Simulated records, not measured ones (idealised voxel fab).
Presented below is a process module, voxel released beams.
The cross-section on display is named cut; it measures 145 nm wide, and its cells are 5 nm squares.
Cross-section spec: square-cell grid; bands listed top down; each band is one or more rows. It is stipulated that each band's entry specify, in nanometres, the height of the top of the band and then that of its bottom, followed by the materials of the band in left-to-right sequence, each together with its width in nanometres. A single material marked by the word "full width" is understood to fill the band from edge to edge; the word "air" is understood to denote empty space. Heights are measured from 0, the level below which the as-received wafer is all one material; the lowest band has no bottom and continues downward, written as in "0 down". Graded width ("30->40"): value in top row of band = first number; value in bottom row = second number; row-to-row change constant. When a step is marked "remained unchanged", none of the cells in the cross-section changed during that step. Sealed void listing: empty space of 8 cells or more with no open way to the top, each as width x height at its distance from the left edge, in nm. Note: text after step settings on the step line = simulator remark on that step. The setting "overlay nm" may be written on the line of a step. When the step uses a mask, the value reports how far to the right of the planned place the mask lay, and a negative value reports that it lay to the left.

The following list gives the planned process steps
- 1: RECEIVE, material Si
- 2: CONFORMAL_DEP, material Al2O3, thk nm 10
- 3: DIRECTIONAL_DEP, material SiO2, thk nm 15
- 4: DIRECTIONAL_DEP, material aC, thk nm 10
- 5: PATTERN, tone open, mask id ANCHOR, material resist, width nm 45, thk nm 25, overlay nm 0
- 6: DIRECTIONAL_ETCH, etch materials aC, depth nm 10
- 7: STRIP, etch materials resist
- 8: DIRECTIONAL_ETCH, etch materials SiO2, depth nm 15
- 9: STRIP, etch materials aC
- 10: CONFORMAL_DEP, material polySi, thk nm 15
- 11: PATTERN, tone cover, mask id BEAM, material resist, width nm 110, thk nm 20, overlay nm 0
- 12: DIRECTIONAL_ETCH, etch materials polySi, depth nm 15
- 13: STRIP, etch materials resist
- 14: STRIP, etch materials SiO2

Cross-section of the wafer upon arrival, representing the state reached after step 1
    0 down | Si full width
    Sealed void listing: none

Starting structure and process plan are as shown above, but one mistake was made in running the module; the wafer cross-section at the end of the module follows
    40 to 25 | 15 nm air, then 65 nm polySi, then 65 nm air
    25 to 10 | 5 nm air, then 15 nm polySi, then 45 nm SiO2, then 60 nm polySi, then 20 nm air
    10 to 0 | Al2O3 full width
    0 down | Si full width
    Sealed void listing: none
Here's what went sideways: in deviation from the planned setting, step 5 was conducted as PATTERN, tone cover, mask id ANCHOR, material resist, width nm 45, thk nm 25, overlay nm 0
